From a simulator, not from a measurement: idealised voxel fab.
Process module name: voxel plated lines
Shown is cross-section cut, with a width of 230 nm and square cells of size 5 nm.
Reading order for cross-sections: top band down to bottom band. Underlying form: a grid of square cells. Band size: one or more rows of cells.
Quick guide to a band line: top height, bottom height (nm) up front; then every material left to right with its width in nm. Only one material and it's marked "edge to edge"? Then it fills the band edge to edge. And "empty" just means empty space.
We count height from 0. Below that, the starting wafer is all one material. The lowest band never ends at the bottom but goes on down; see "0 down" for how that is written.
The two numbers in a width such as "30->40" mark its ends across the band: the first belongs to the top row of cells, the second to the bottom row, and from each row to the next the width moves by the same amount.
Step marked "no modification"? Then no cell in the cross-section changed in it.
"Trapped voids" specifies each empty space that is not open to the top and that occupies no fewer than 8 cells, using the form width x height at distance, the distance measured from the left edge and all three quantities in nm.
It should be noted that, on the line of a given step, the content following the step's settings is a remark produced by the simulator itself with respect to that step.
overlay nm: for a step with a mask, the amount by which the mask lay right of where it was planned; a negative amount means left of it.

Here's what the planned process steps look like:
| 1 | RECEIVE | material Si |
| 2 | CONFORMAL_DEP | material Al2O3 | thk nm 5 |
| 3 | DIRECTIONAL_DEP | material TiN | thk nm 5 |
| 4 | PATTERN | tone open | mask id LINES | material resist | width nm 20 | pitch nm 45 | thk nm 35 | overlay nm 0 |
| 5 | EPI | material Ru | thk nm 10 |
| 6 | EPI | material Ru | thk nm 5 |
| 7 | EPI | material Ru | thk nm 5 |
| 8 | STRIP | etch materials resist |
| 9 | DIRECTIONAL_ETCH | etch materials TiN | depth nm 5 |
| 10 | CONFORMAL_DEP | material SiO2 | thk nm 5 |

Cross-sectional view of the wafer in its as-received condition, corresponding to the state after step 1:
	0 down = Si edge to edge
	Trapped voids: none

Here's the cross-section of the first of our two wafers at the end of the module - it ran as planned:
	35 to 30 = 30 empty  30 SiO2  15 empty  30 SiO2  15 empty  30 SiO2  15 empty  30 SiO2  35 empty
	30 to 10 = 30 empty  5 SiO2  20 Ru  5 SiO2  15 empty  5 SiO2  20 Ru  5 SiO2  15 empty  5 SiO2  20 Ru  5 SiO2  15 empty  5 SiO2  20 Ru  5 SiO2  35 empty
	10 to 5 = 35 SiO2  20 TiN  25 SiO2  20 TiN  25 SiO2  20 TiN  25 SiO2  20 TiN  40 SiO2
	5 to 0 = Al2O3 edge to edge
	0 down = Si edge to edge
	Trapped voids: none

Cross-section of the latter of the two wafers at module completion. It had an identical start and an identical plan to the former; in running it, one mistake was made:
	45 to 40 = 30 empty  30 SiO2  15 empty  30 SiO2  15 empty  30 SiO2  15 empty  30 SiO2  35 empty
	40 to 20 = 30 empty  5 SiO2  20 Ru  5 SiO2  15 empty  5 SiO2  20 Ru  5 SiO2  15 empty  5 SiO2  20 Ru  5 SiO2  15 empty  5 SiO2  20 Ru  5 SiO2  35 empty
	20 to 15 = 35 SiO2  20 TiN  25 SiO2  20 TiN  25 SiO2  20 TiN  25 SiO2  20 TiN  40 SiO2
	15 to 0 = Al2O3 edge to edge
	0 down = Si edge to edge
	Trapped voids: none
The plan and the run diverged here: it should be noted that step 2 was executed with settings other than those planned, the operation and settings actually applied being CONFORMAL_DEP | material Al2O3 | thk nm 15
It is noted that, at the conclusion of processing, the second wafer exhibits a higher or lower cell count for certain materials relative to the first: Al2O3: 92 more
